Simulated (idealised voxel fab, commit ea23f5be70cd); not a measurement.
Process module in this document: voxel quadruple lines
Section shown: cut. Width: 175 nm. Cell size: 5 nm, square.
How to read a cross-section here: the picture is a grid of square cells, written as bands going from the top down, and any band can span one or more rows of cells. Basically the band line says how high the top is and how high the bottom is, in nm, and then what's in it from left to right, every material with its width in nm. Empty space shows up as "air", and if a single material carries "edge to edge" it runs the full band edge to edge. The reference from which all heights are counted is 0, the level beneath which the as-received wafer is entirely one material; the lowest band, having no lower bound, proceeds downward and is written after the example "from 0 down". When a width is written as two numbers, as in "30..40", the first number is the width in the top row of cells of the band and the second is the width in its bottom row, and the width changes by the same amount from each row to the next. A step reported as "no modification" is a step in which no cell of the cross-section changed. In the "Enclosed void entries" entry, you get each enclosed empty space of 8 cells or more, one with no open way to the top, written width x height at distance, distance from the left edge, in nm. On each step's line, the part that comes after the settings is the simulator's own comment on the step. overlay nm: for a step with a mask, the amount by which the mask lay right of where it was planned; a negative amount means left of it.
THE FOLLOWING LIST GIVES THE PLANNED PROCESS STEPS
1. RECEIVE | material Si
2. CONFORMAL_DEP | material SiO2 | thk nm 10
3. DIRECTIONAL_DEP | material TiN | thk nm 15
4. DIRECTIONAL_DEP | material polySi | thk nm 20
5. DIRECTIONAL_DEP | material aC | thk nm 25
6. PATTERN | tone cover | mask id MANDREL | material resist | width nm 25 | pitch nm 80 | thk nm 30 | overlay nm 0
7. DIRECTIONAL_ETCH | etch materials aC | depth nm 25
8. STRIP | etch materials resist
9. CONFORMAL_DEP | material SiO2 | thk nm 15
10. DIRECTIONAL_ETCH | etch materials SiO2 | depth nm 15
11. STRIP | etch materials aC
12. DIRECTIONAL_ETCH | etch materials polySi | depth nm 20
13. STRIP | etch materials SiO2
14. CONFORMAL_DEP | material SiN | thk nm 5
15. DIRECTIONAL_ETCH | etch materials SiN | depth nm 5
16. STRIP | etch materials polySi
17. DIRECTIONAL_ETCH | etch materials TiN | depth nm 15
18. STRIP | etch materials SiN
19. FILL_DEP | material lowk | thk nm 10
20. CMP | height nm 25
RECEIVED-STATE CROSS-SECTION, REFLECTING COMPLETION OF STEP 1
> from 0 down  Si edge to edge
> Enclosed void entries: none
WAFER CROSS-SECTION AT MODULE END: FIRST OF TWO, RUN TO PLAN
> from 25 to 10  lowk: 15, then TiN: 5, then lowk: 15, then TiN: 5, then lowk: 15, then TiN: 5, then lowk: 15, then TiN: 5, then lowk: 15, then TiN: 5, then lowk: 15, then TiN: 5, then lowk: 15, then TiN: 5, then lowk: 15, then TiN: 5, then lowk: 15
> from 10 to 0  SiO2 edge to edge
> from 0 down  Si edge to edge
> Enclosed void entries: none
SO THIS IS WAFER NUMBER TWO OF THE TWO, CUT AT THE END OF THE MODULE - IT STARTED WHERE THE FIRST DID AND HAD THE SAME PLAN, WE JUST GOT ONE THING WRONG RUNNING IT
> from 25 to 10  lowk: 15, then TiN: 5, then lowk: 15, then TiN: 5, then lowk: 15, then TiN: 5, then lowk: 15, then TiN: 5, then lowk: 15, then TiN: 5, then lowk: 15, then TiN: 5, then lowk: 15, then TiN: 5, then lowk: 15, then TiN: 5, then lowk: 15
> from 10 to 0  TiN edge to edge
> from 0 down  Si edge to edge
> Enclosed void entries: none
What broke from the plan during processing? rather than as planned, step 2 actually ran as CONFORMAL_DEP | material TiN | thk nm 10
Final difference in cells, second wafer against first, listed per material as more or fewer: 70 fewer of SiO2; 70 more of TiN
